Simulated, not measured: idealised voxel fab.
You're looking at the process module voxel plated lines.
Section shown: cut. Width: 215 nm. Cell size: 5 nm, square.
Heads up, the way a cross-section reads in here is a grid of square cells, handed over as bands from the top down, with every band being one or more rows of cells.
Within each band entry, the heights of the top and of the bottom of the band appear first, in that order and in nm; the materials of the band then follow from left to right, each with its corresponding width in nm. The designation "edge to edge" on a single material indicates that it fills the band from edge to edge; the designation "blank" indicates empty space.
The level at which height equals 0 is the one under which the wafer, as it arrives, is entirely one material. No lower edge exists for the bottom band, which continues downward and is notated as in "from 0 down".
Width: "30->40" (first number = top row, second number = bottom row, same change from row to row of cells).
Basically "stayed the same" means that step didn't change any cell in the cross-section.
Reported under the label "Cavities, sealed" are the empty spaces having no open way to the top and comprising 8 cells or more; the notation for each is width x height at distance, in which the distance is measured from the left edge and all three values are in nm.
That trailing text on a step's line, after the settings, is the simulator's own remark on the step.
"overlay nm" on a masked step: distance the mask lay right of its planned place, negative for left.
These are the steps we planned for the process
step 1: RECEIVE [material Si]
step 2: CONFORMAL_DEP [material SiO2] [thk nm 15]
step 3: DIRECTIONAL_DEP [material TiN] [thk nm 5]
step 4: PATTERN [tone open] [mask id LINES] [material resist] [width nm 20] [pitch nm 40] [thk nm 40] [overlay nm 0]
step 5: EPI [material Ru] [thk nm 10]
step 6: EPI [material Ru] [thk nm 5]
step 7: EPI [material Ru] [thk nm 5]
step 8: STRIP [etch materials resist]
step 9: DIRECTIONAL_ETCH [etch materials TiN] [depth nm 5]
step 10: CONFORMAL_DEP [material SiN] [thk nm 10]
As-received state of the wafer in cross-section, equivalent to post-step 1
* from 0 down: Si edge to edge
* Cavities, sealed: none
Wafer cross-section at module end: first of two, run to plan
* from 50 to 40: 45 of blank; 120 of SiN; 50 of blank
* from 40 to 25: 45 of blank; 10 of SiN; 20 of Ru; 20 of SiN; 20 of Ru; 20 of SiN; 20 of Ru; 10 of SiN; 50 of blank
* from 25 to 20: 55 of SiN; 20 of Ru; 20 of SiN; 20 of Ru; 20 of SiN; 20 of Ru; 60 of SiN
* from 20 to 15: 55 of SiN; 20 of TiN; 20 of SiN; 20 of TiN; 20 of SiN; 20 of TiN; 60 of SiN
* from 15 to 0: SiO2 edge to edge
* from 0 down: Si edge to edge
* Cavities, sealed: none
Cross-sectional view of the second of two wafers upon completion of the module. This wafer shared its starting condition and process plan with the first; one error was made during its execution
* from 60 to 50: 45 of blank; 120 of SiN; 50 of blank
* from 50 to 35: 45 of blank; 10 of SiN; 20 of Ru; 20 of SiN; 20 of Ru; 20 of SiN; 20 of Ru; 10 of SiN; 50 of blank
* from 35 to 30: 55 of SiN; 20 of Ru; 20 of SiN; 20 of Ru; 20 of SiN; 20 of Ru; 60 of SiN
* from 30 to 25: 55 of SiN; 20 of TiN; 20 of SiN; 20 of TiN; 20 of SiN; 20 of TiN; 60 of SiN
* from 25 to 0: SiO2 edge to edge
* from 0 down: Si edge to edge
* Cavities, sealed: none
What was the processing mistake? step 2 was run on a setting that differed from the plan, and what really ran there is CONFORMAL_DEP [material SiO2] [thk nm 25]
at the end the second wafer has, in cells: SiO2: 86 more
